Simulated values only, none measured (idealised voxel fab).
Process module under the name voxel gate over fins
cross-section cut | 235 nm wide | cells 5 nm
Notation: cross-section as square-cell grid; stated in bands, top first, going down; one or more cell rows per band. Basically the band line says how high the top is and how high the bottom is, in nm, and then what's in it from left to right, every material with its width in nm. Empty space shows up as "air", and if a single material carries "edge to edge" it runs the full band edge to edge. Below 0: as-received wafer, all one material; heights counted from there. Lowest band: no bottom, goes on down, written "from 0 down". The notation "30->40" denotes a width that varies across the rows of cells in the band, beginning at the first number in the top row, finishing at the second number in the bottom row, and changing by an identical amount from each row to the next. Where a step carries "no change occurred", the cross-section came out of it unchanged, cell for cell. Entry "Sealed internal voids" = empty spaces >= 8 cells with no open way to the top; each as width x height at distance, distance from left edge, all nm. Whatever follows a step's settings on its line is a remark the simulator itself makes about that step. overlay nm: for a step with a mask, the amount by which the mask lay right of where it was planned; a negative amount means left of it.
**Set out below are the planned steps of the process**
1 RECEIVE | material Si
2 CONFORMAL_DEP | material SiN | thk nm 10
3 DIRECTIONAL_DEP | material aC | thk nm 15
4 PATTERN | tone cover | mask id FINS | material resist | width nm 15 | pitch nm 50 | thk nm 30 | overlay nm 0
5 DIRECTIONAL_ETCH | etch materials aC | depth nm 15
6 STRIP | etch materials resist
7 DIRECTIONAL_ETCH | etch materials SiN | depth nm 10
8 DIRECTIONAL_ETCH | etch materials Si | depth nm 30
9 STRIP | etch materials aC
10 FILL_DEP | material SiO2 | thk nm 5
11 CMP | height nm 10
12 DIRECTIONAL_DEP | material aC | thk nm 15
13 PATTERN | tone open | mask id RAIL | material resist | width nm 15 | thk nm 30 | overlay nm 0
14 DIRECTIONAL_ETCH | etch materials aC | depth nm 15
15 STRIP | etch materials resist
16 DIRECTIONAL_ETCH | etch materials SiO2 | depth nm 35
17 STRIP | etch materials aC
18 CONFORMAL_DEP | material TiN | thk nm 5
19 FILL_DEP | material W | thk nm 10
20 CMP | height nm 10
21 SELECTIVE_ETCH | etch materials W Ru TiN | depth nm 25
22 FILL_DEP | material SiO2 | thk nm 5
23 CMP | height nm 10
24 SELECTIVE_ETCH | etch materials SiO2 | depth nm 20
25 STRIP | etch materials SiN
26 CONFORMAL_DEP | material HfO2 | thk nm 5
27 CONFORMAL_DEP | material TiN | thk nm 5
28 FILL_DEP | material W | thk nm 10
29 CMP | height nm 15
30 CONFORMAL_DEP | material SiCN | thk nm 10
Be aware that, although all wafers share a common starting state, the width nm at step 4 differs among them, and the plan displays the first wafer's value.
**Received wafers, first of several: cross-section after step 1**
* from 0 down  Si edge to edge
* Sealed internal voids: none
**Below: a row per wafer. Contents at end of module: for every material, cells gained since receipt (+) or lost since receipt (-); then closed voids**
width nm 15 | +59 HfO2 | -228 Si | +94 SiCN | +146 SiO2 | +64 TiN | +100 W | Sealed internal voids: none
width nm 20 | +59 HfO2 | -210 Si | +94 SiCN | +134 SiO2 | +64 TiN | +94 W | Sealed internal voids: none
width nm 25 | +59 HfO2 | -192 Si | +94 SiCN | +122 SiO2 | +64 TiN | +88 W | Sealed internal voids: none
width nm 30 | +59 HfO2 | -174 Si | +94 SiCN | +110 SiO2 | +64 TiN | +82 W | Sealed internal voids: none
